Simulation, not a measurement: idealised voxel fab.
Name of the process module below: voxel air gaps
The cross-section shown here is cut; it is 285 nm wide and divided into square cells measuring 5 nm on a side.
The cross-sections in this document take the form of a grid made of square cells. They are written out as bands, in order from top to bottom. Each band consists of one or more rows of cells. Top height, bottom height, nm. Materials left to right, width each, nm. Single material + "edge to edge" = fills band edge to edge. "empty" = empty. Counting heights begins at 0, where everything beneath is, in the wafer as received, one material. The lowest band has no bottom; it goes on downwards, as "from 0 down" shows. Read "30..40" as a graded width: first number on top, second number at the bottom, same change between each pair of neighbouring rows. Basically "remained unchanged" means that step didn't change any cell in the cross-section. Entry "Closed voids list" = empty spaces >= 8 cells with no open way to the top; each as width x height at distance, distance from left edge, all nm. Formally, on a step line, whatever follows the settings is a remark that the simulator itself makes on the step. Regarding "overlay nm": on a step with a mask, it is the distance the mask lay to the right of its planned place; a negative value places it to the left.

The process steps that were planned are listed below:
step 1: RECEIVE (material Si)
step 2: CONFORMAL_DEP (material SiO2; thk nm 10)
step 3: CONFORMAL_DEP (material SiN; thk nm 5)
step 4: DIRECTIONAL_DEP (material lowk; thk nm 40)
step 5: PATTERN (tone open; mask id LINES; material resist; width nm 15; pitch nm 45; thk nm 15; overlay nm 0)
step 6: DIRECTIONAL_ETCH (etch materials lowk; depth nm 40)
step 7: STRIP (etch materials resist)
step 8: CONFORMAL_DEP (material TiN; thk nm 5)
step 9: FILL_DEP (material W; thk nm 5)
step 10: CMP (height nm 55)
step 11: EPI (material Ru; thk nm 10)
step 12: SELECTIVE_ETCH (etch materials lowk; depth nm 50)
step 13: CONFORMAL_DEP (material SiN; thk nm 5)

Wafer cross-section on receipt, i.e. after step 1:
  from 0 down = Si edge to edge
  Closed voids list: none

First of two wafers, end-of-module section, run followed plan:
  from 70 to 65 = empty (75) / SiN (135) / empty (75)
  from 65 to 55 = empty (75) / SiN (5) / Ru (35) / SiN (10) / Ru (35) / SiN (10) / Ru (35) / SiN (5) / empty (75)
  from 55 to 50 = empty (75) / SiN (15) / TiN (5) / W (5) / TiN (5) / SiN (30) / TiN (5) / W (5) / TiN (5) / SiN (30) / TiN (5) / W (5) / TiN (5) / SiN (15) / empty (75)
  from 50 to 20 = empty (85) / SiN (5) / TiN (5) / W (5) / TiN (5) / SiN (5) / empty (20) / SiN (5) / TiN (5) / W (5) / TiN (5) / SiN (5) / empty (20) / SiN (5) / TiN (5) / W (5) / TiN (5) / SiN (5) / empty (85)
  from 20 to 15 = SiN (90) / TiN (15) / SiN (30) / TiN (15) / SiN (30) / TiN (15) / SiN (90)
  from 15 to 10 = SiN edge to edge
  from 10 to 0 = SiO2 edge to edge
  from 0 down = Si edge to edge
  Closed voids list: 20 x 30 at 110; 20 x 30 at 155

So this is wafer number two of the two, cut at the end of the module - it started where the first did and had the same plan, we just got one thing wrong running it:
  from 70 to 65 = SiN edge to edge
  from 65 to 55 = Ru edge to edge
  from 55 to 20 = W (85) / TiN (5) / lowk (15) / TiN (5) / W (20) / TiN (5) / lowk (15) / TiN (5) / W (20) / TiN (5) / lowk (15) / TiN (5) / W (85)
  from 20 to 15 = TiN (90) / lowk (15) / TiN (30) / lowk (15) / TiN (30) / lowk (15) / TiN (90)
  from 15 to 10 = SiN edge to edge
  from 10 to 0 = SiO2 edge to edge
  from 0 down = Si edge to edge
  Closed voids list: none
The mistake made against the process plan was this: step 5 was not run as planned; what actually ran was PATTERN (tone cover; mask id LINES; material resist; width nm 15; pitch nm 45; thk nm 15; overlay nm 0)
End of process, cell counts, second wafer against first, materials with more or fewer: +72 Ru | -84 SiN | +39 TiN | +273 W | +72 lowk
Upon completion, the first wafer exhibits 2 closed voids and the second wafer exhibits 0.
